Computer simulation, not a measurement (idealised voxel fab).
process module | voxel ribs on slabs
cross-section cut | 145 nm wide | cells 5 nm
A cross-section is a grid of square cells, given in bands from the top down. A band is one or more rows of cells.
Each band's line starts with the height of the band's top and of its bottom, in nm. Then come its materials from left to right, each with its width in nm. One material with "throughout" fills the band from edge to edge. "air" is empty space.
Height 0 is the level under which the wafer as received is all one material. The lowest band goes on downwards, as in "0 down".
A width such as "30 to 40" changes by the same amount from each row of cells to the next, from the band's top row to its bottom row.
"no change" after a step means that no cell of the cross-section changed.
closed voids: empty space of 8 cells or more with no open way to the top, each as width x height at its distance from the left edge, in nm
after a step's settings: what the simulator itself notes on the step
overlay nm, on a step with a mask: how far to the right of its planned place the mask lay; to the left if negative
plan
1 op RECEIVE | material Si
2 op DIRECTIONAL_DEP | material SiO2 | thk nm 25
3 op DIRECTIONAL_DEP | material polySi | thk nm 15
4 op DIRECTIONAL_DEP | material aC | thk nm 10
5 op PATTERN | tone cover | mask id RIB | material resist | width nm 15 | thk nm 30 | overlay nm 0
6 op DIRECTIONAL_ETCH | etch materials aC | depth nm 10
7 op STRIP | etch materials resist
8 op DIRECTIONAL_ETCH | etch materials polySi | depth nm 10
9 op STRIP | etch materials aC
10 op MASKED_ETCH | tone cover | mask id SLAB | width nm 55 | etch materials polySi | depth nm 5 | overlay nm 0
11 op FILL_DEP | material SiO2 | thk nm 25
12 op CMP | height nm 55
13 op DIRECTIONAL_DEP | material TiN | thk nm 10
14 op PATTERN | tone cover | mask id HEATER | material resist | width nm 25 | thk nm 20 | overlay nm 0
15 op DIRECTIONAL_ETCH | etch materials TiN | depth nm 10
16 op STRIP | etch materials resist
17 op CONFORMAL_DEP | material SiO2 | thk nm 5
as received, after step 1
  0 down: Si throughout
  closed voids: none
a wafer at the end: this start, this plan, one mistake
  70 to 65: air 55 | SiO2 35 | air 55
  65 to 60: air 55 | SiO2 5 | TiN 25 | SiO2 5 | air 55
  60 to 55: SiO2 60 | TiN 25 | SiO2 60
  55 to 50: SiO2 45 | polySi 55 | SiO2 45
  50 to 0: SiO2 throughout
  0 down: Si throughout
  closed voids: none
what went wrong: step 2 was run twice
